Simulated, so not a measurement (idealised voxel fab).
process module | voxel gate over fins
cross-section cut | 240 nm wide | cells 5 nm
A cross-section is a grid of square cells, given in bands from the top down. A band is one or more rows of cells.
Each band's line starts with the height of the band's top and of its bottom, in nm. Then come its materials from left to right, each with its width in nm. One material with "throughout" fills the band from edge to edge. "air" is empty space.
Height 0 is the level under which the wafer as received is all one material. The lowest band goes on downwards, as in "0 down".
A width such as "30 to 40" changes by the same amount from each row of cells to the next, from the band's top row to its bottom row.
"no change" after a step means that no cell of the cross-section changed.
closed voids: empty space of 8 cells or more with no open way to the top, each as width x height at its distance from the left edge, in nm
after a step's settings: what the simulator itself notes on the step
overlay nm, on a step with a mask: how far to the right of its planned place the mask lay; to the left if negative
plan
1 op RECEIVE | material Si
2 op CONFORMAL_DEP | material SiN | thk nm 10
3 op PATTERN | tone cover | mask id FINS | material resist | width nm 15 | pitch nm 60 | thk nm 20 | overlay nm 0
4 op DIRECTIONAL_ETCH | etch materials SiN | depth nm 10
5 op DIRECTIONAL_ETCH | etch materials Si | depth nm 40
6 op STRIP | etch materials resist
7 op OXIDIZE | depth nm 5
8 op FILL_DEP | material SiO2 | thk nm 15
9 op CMP | height nm 10
10 op PATTERN | tone open | mask id RAIL | material resist | width nm 15 | thk nm 15 | overlay nm 0
11 op DIRECTIONAL_ETCH | etch materials SiO2 | depth nm 45
12 op STRIP | etch materials resist
13 op CONFORMAL_DEP | material TiN | thk nm 5
14 op FILL_DEP | material Ru | thk nm 10
15 op CMP | height nm 10
16 op SELECTIVE_ETCH | etch materials W Ru TiN | depth nm 20
17 op FILL_DEP | material SiO2 | thk nm 5
18 op CMP | height nm 10
19 op SELECTIVE_ETCH | etch materials SiO2 | depth nm 20
20 op STRIP | etch materials SiN
21 op CONFORMAL_DEP | material HfO2 | thk nm 5
22 op CONFORMAL_DEP | material TiN | thk nm 5
23 op CONFORMAL_DEP | material TiAl | thk nm 5
24 op CONFORMAL_DEP | material TiN | thk nm 5
25 op FILL_DEP | material W | thk nm 15
26 op CMP | height nm 30
27 op CONFORMAL_DEP | material SiN | thk nm 5
varied across the wafers: depth nm of step 16. The plan shows the first wafer's value. All wafers start alike
first wafer as received, after step 1
  0 down: Si throughout
  closed voids: none
each wafer at the end: cells of each material gained (+) or lost (-) since it was received, then its closed voids
depth nm 20 | +60 HfO2 | +4 Ru | -405 Si | +48 SiN | +300 SiO2 | +60 TiAl | +131 TiN | +138 W | closed voids: none
depth nm 25 | +60 HfO2 | +3 Ru | -405 Si | +48 SiN | +303 SiO2 | +60 TiAl | +129 TiN | +138 W | closed voids: none
depth nm 30 | +60 HfO2 | +2 Ru | -405 Si | +48 SiN | +306 SiO2 | +60 TiAl | +127 TiN | +138 W | closed voids: none
depth nm 35 | +60 HfO2 | +1 Ru | -405 Si | +48 SiN | +309 SiO2 | +60 TiAl | +125 TiN | +138 W | closed voids: none
depth nm 40 | +60 HfO2 | -405 Si | +48 SiN | +312 SiO2 | +60 TiAl | +123 TiN | +138 W | closed voids: none
depth nm 45 | +60 HfO2 | -405 Si | +48 SiN | +315 SiO2 | +60 TiAl | +120 TiN | +138 W | closed voids: none
